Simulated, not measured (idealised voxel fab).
You're looking at the process module voxel self aligned contacts.
This is section cut - it's 150 nm across, gridded in 5 nm square cells.
How to read a cross-section here: the picture is a grid of square cells, written as bands going from the top down, and any band can span one or more rows of cells.
For a band, the entry starts with two heights in nm, that of the top and then that of the bottom, and carries on with the band's materials in order from left to right, each alongside its width in nm; the word "throughout" beside a single material means it fills the band edge to edge, and "air" means empty space.
It should be noted that heights are counted from 0, beneath which the wafer as supplied is of one material throughout, and that the lowest band possesses no lower boundary but continues downward, as written in "0 nm and below".
Note: "30..40" means the width goes from the first number (top row of the band) to the second number (bottom row) in equal steps per row of cells.
Key: "no alterations made" - step with no changed cell in the cross-section.
The entry "Sealed void list" lists the empty spaces that cover at least 8 cells and have no open path to the top. Each is written as width x height at distance, where the distance is measured from the left edge and all three values are in nm.
On each step's line, the part that comes after the settings is the simulator's own comment on the step.
Regarding "overlay nm": on a step with a mask, it is the distance the mask lay to the right of its planned place; a negative value places it to the left.

[Process steps - plan]
step 1: RECEIVE: material Si
step 2: CONFORMAL_DEP: material SiO2, thk nm 5
step 3: DIRECTIONAL_DEP: material polySi, thk nm 30
step 4: DIRECTIONAL_DEP: material SiN, thk nm 20
step 5: MASKED_ETCH: tone cover, mask id GATE, width nm 30, pitch nm 60, etch materials SiN, depth nm 20, overlay nm 0
step 6: MASKED_ETCH: tone cover, mask id GATE, width nm 30, pitch nm 60, etch materials polySi, depth nm 30, overlay nm 0
step 7: CONFORMAL_DEP: material SiN, thk nm 5
step 8: DIRECTIONAL_ETCH: etch materials SiN, depth nm 5
step 9: FILL_DEP: material SiO2, thk nm 20
step 10: CMP: height nm 65
step 11: DIRECTIONAL_DEP: material aC, thk nm 15
step 12: PATTERN: tone open, mask id CONTACT, material resist, width nm 40, thk nm 30, overlay nm 0
step 13: DIRECTIONAL_ETCH: etch materials aC, depth nm 15
step 14: STRIP: etch materials resist
step 15: DIRECTIONAL_ETCH: etch materials SiO2, depth nm 65
step 16: STRIP: etch materials aC
step 17: CONFORMAL_DEP: material TiN, thk nm 5
step 18: FILL_DEP: material W, thk nm 5
step 19: CMP: height nm 65
step 20: CONFORMAL_DEP: material SiN, thk nm 5

[What follows covers the first of two wafers; it ran as planned]

[Wafer cross-section on receipt, i.e. after step 1]
> 0 nm and below  Si throughout
> Sealed void list: none

[State of the wafer after step 2, shown in cross-section]
> 5 nm to 0 nm  SiO2 throughout
> below 0: unchanged

[State of the wafer after step 3, shown in cross-section]
> 35 nm to 5 nm  polySi throughout
> below 5: unchanged

[State of the wafer after step 4, shown in cross-section]
> 55 nm to 35 nm  SiN throughout
> below 35: unchanged

[State of the wafer after step 5, shown in cross-section]
> 55 nm to 35 nm  30 of air  30 of SiN  30 of air  30 of SiN  30 of air
> below 35: unchanged

[State of the wafer after step 6, shown in cross-section]
> 55 nm to 35 nm  30 of air  30 of SiN  30 of air  30 of SiN  30 of air
> 35 nm to 5 nm  30 of air  30 of polySi  30 of air  30 of polySi  30 of air
> below 5: unchanged

[State of the wafer after step 7, shown in cross-section]
> 60 nm to 35 nm  25 of air  40 of SiN  20 of air  40 of SiN  25 of air
> 35 nm to 10 nm  25 of air  5 of SiN  30 of polySi  5 of SiN  20 of air  5 of SiN  30 of polySi  5 of SiN  25 of air
> 10 nm to 5 nm  30 of SiN  30 of polySi  30 of SiN  30 of polySi  30 of SiN
> below 5: unchanged

[State of the wafer after step 8, shown in cross-section]
> 55 nm to 35 nm  25 of air  40 of SiN  20 of air  40 of SiN  25 of air
> 35 nm to 5 nm  25 of air  5 of SiN  30 of polySi  5 of SiN  20 of air  5 of SiN  30 of polySi  5 of SiN  25 of air
> below 5: unchanged

[State of the wafer after step 9, shown in cross-section]
> 75 nm to 55 nm  SiO2 throughout
> 55 nm to 35 nm  25 of SiO2  40 of SiN  20 of SiO2  40 of SiN  25 of SiO2
> 35 nm to 5 nm  25 of SiO2  5 of SiN  30 of polySi  5 of SiN  20 of SiO2  5 of SiN  30 of polySi  5 of SiN  25 of SiO2
> below 5: unchanged

[State of the wafer after step 10, shown in cross-section]
> 65 nm to 55 nm  SiO2 throughout
> below 55: unchanged

[State of the wafer after step 11, shown in cross-section]
> 80 nm to 65 nm  aC throughout
> below 65: unchanged

[State of the wafer after step 12, shown in cross-section]
> 110 nm to 80 nm  55 of resist  40 of air  55 of resist
> below 80: unchanged

[State of the wafer after step 13, shown in cross-section]
> 95 nm to 80 nm  55 of resist  40 of air  55 of resist
> 80 nm to 65 nm  55 of aC  40 of air  55 of aC
> below 65: unchanged

[State of the wafer after step 14, shown in cross-section]
> 80 nm to 65 nm  55 of aC  40 of air  55 of aC
> below 65: unchanged

[State of the wafer after step 15, shown in cross-section]
> 80 nm to 65 nm  55 of aC  40 of air  55 of aC
> 65 nm to 55 nm  55 of SiO2  40 of air  55 of SiO2
> 55 nm to 35 nm  25 of SiO2  40 of SiN  20 of air  40 of SiN  25 of SiO2
> 35 nm to 5 nm  25 of SiO2  5 of SiN  30 of polySi  5 of SiN  20 of air  5 of SiN  30 of polySi  5 of SiN  25 of SiO2
> 5 nm to 0 nm  65 of SiO2  20 of air  65 of SiO2
> below 0: unchanged

[State of the wafer after step 16, shown in cross-section]
> 65 nm to 55 nm  55 of SiO2  40 of air  55 of SiO2
> below 55: unchanged

[State of the wafer after step 17, shown in cross-section]
> 70 nm to 65 nm  60 of TiN  30 of air  60 of TiN
> 65 nm to 55 nm  55 of SiO2  5..15 of TiN  30..10 of air  5..15 of TiN  55 of SiO2
> 55 nm to 35 nm  25 of SiO2  40 of SiN  5 of TiN  10 of air  5 of TiN  40 of SiN  25 of SiO2
> 35 nm to 5 nm  25 of SiO2  5 of SiN  30 of polySi  5 of SiN  5 of TiN  10 of air  5 of TiN  5 of SiN  30 of polySi  5 of SiN  25 of SiO2
> 5 nm to 0 nm  65 of SiO2  20 of TiN  65 of SiO2
> below 0: unchanged

[State of the wafer after step 18, shown in cross-section]
> 75 nm to 70 nm  W throughout
> 70 nm to 65 nm  60 of TiN  30 of W  60 of TiN
> 65 nm to 55 nm  55 of SiO2  5..15 of TiN  30..10 of W  5..15 of TiN  55 of SiO2
> 55 nm to 35 nm  25 of SiO2  40 of SiN  5 of TiN  10 of W  5 of TiN  40 of SiN  25 of SiO2
> 35 nm to 5 nm  25 of SiO2  5 of SiN  30 of polySi  5 of SiN  5 of TiN  10 of W  5 of TiN  5 of SiN  30 of polySi  5 of SiN  25 of SiO2
> below 5: unchanged

[State of the wafer after step 19, shown in cross-section]
> 65 nm to 55 nm  55 of SiO2  5..15 of TiN  30..10 of W  5..15 of TiN  55 of SiO2
> below 55: unchanged

[State of the wafer after step 20, shown in cross-section]
> 70 nm to 65 nm  SiN throughout
> below 65: unchanged

[Second wafer. Start and plan as for the first. One mistake made in running. Agrees with the first up to and including step 11]

[Cross-section of the second wafer at the time by which step 12 should have been completed according to the plan]
> 110 nm to 80 nm  50 of resist  40 of air  60 of resist
> below 80: unchanged

[Cross-section of the second wafer at the time by which step 13 should have been completed according to the plan]
> 95 nm to 80 nm  50 of resist  40 of air  60 of resist
> 80 nm to 65 nm  50 of aC  40 of air  60 of aC
> below 65: unchanged

[Cross-section of the second wafer at the time by which step 14 should have been completed according to the plan]
> 80 nm to 65 nm  50 of aC  40 of air  60 of aC
> below 65: unchanged

[Cross-section of the second wafer at the time by which step 15 should have been completed according to the plan]
> 80 nm to 65 nm  50 of aC  40 of air  60 of aC
> 65 nm to 55 nm  50 of SiO2  40 of air  60 of SiO2
> 55 nm to 35 nm  25 of SiO2  40 of SiN  20 of air  40 of SiN  25 of SiO2
> 35 nm to 5 nm  25 of SiO2  5 of SiN  30 of polySi  5 of SiN  20 of air  5 of SiN  30 of polySi  5 of SiN  25 of SiO2
> 5 nm to 0 nm  65 of SiO2  20 of air  65 of SiO2
> below 0: unchanged

[Cross-section of the second wafer at the time by which step 16 should have been completed according to the plan]
> 65 nm to 55 nm  50 of SiO2  40 of air  60 of SiO2
> below 55: unchanged

[Cross-section of the second wafer at the time by which step 17 should have been completed according to the plan]
> 70 nm to 65 nm  55 of TiN  30 of air  65 of TiN
> 65 nm to 55 nm  50 of SiO2  5..20 of TiN  30..10 of air  5..10 of TiN  60 of SiO2
> 55 nm to 35 nm  25 of SiO2  40 of SiN  5 of TiN  10 of air  5 of TiN  40 of SiN  25 of SiO2
> 35 nm to 5 nm  25 of SiO2  5 of SiN  30 of polySi  5 of SiN  5 of TiN  10 of air  5 of TiN  5 of SiN  30 of polySi  5 of SiN  25 of SiO2
> 5 nm to 0 nm  65 of SiO2  20 of TiN  65 of SiO2
> below 0: unchanged

[Cross-section of the second wafer at the time by which step 18 should have been completed according to the plan]
> 75 nm to 70 nm  W throughout
> 70 nm to 65 nm  55 of TiN  30 of W  65 of TiN
> 65 nm to 55 nm  50 of SiO2  5..20 of TiN  30..10 of W  5..10 of TiN  60 of SiO2
> 55 nm to 35 nm  25 of SiO2  40 of SiN  5 of TiN  10 of W  5 of TiN  40 of SiN  25 of SiO2
> 35 nm to 5 nm  25 of SiO2  5 of SiN  30 of polySi  5 of SiN  5 of TiN  10 of W  5 of TiN  5 of SiN  30 of polySi  5 of SiN  25 of SiO2
> below 5: unchanged

[Cross-section of the second wafer at the time by which step 19 should have been completed according to the plan]
> 65 nm to 55 nm  50 of SiO2  5..20 of TiN  30..10 of W  5..10 of TiN  60 of SiO2
> below 55: unchanged

[Cross-section of the second wafer at the time by which step 20 should have been completed according to the plan]
> 70 nm to 65 nm  SiN throughout
> below 65: unchanged
Finding, execution versus plan: step 12 ran differently from the plan; actual operation with settings: PATTERN: tone open, mask id CONTACT, material resist, width nm 40, thk nm 30, overlay nm -5
Same inventory, different map: at the end, the second wafer holds as many cells of each material as the first, placed elsewhere.
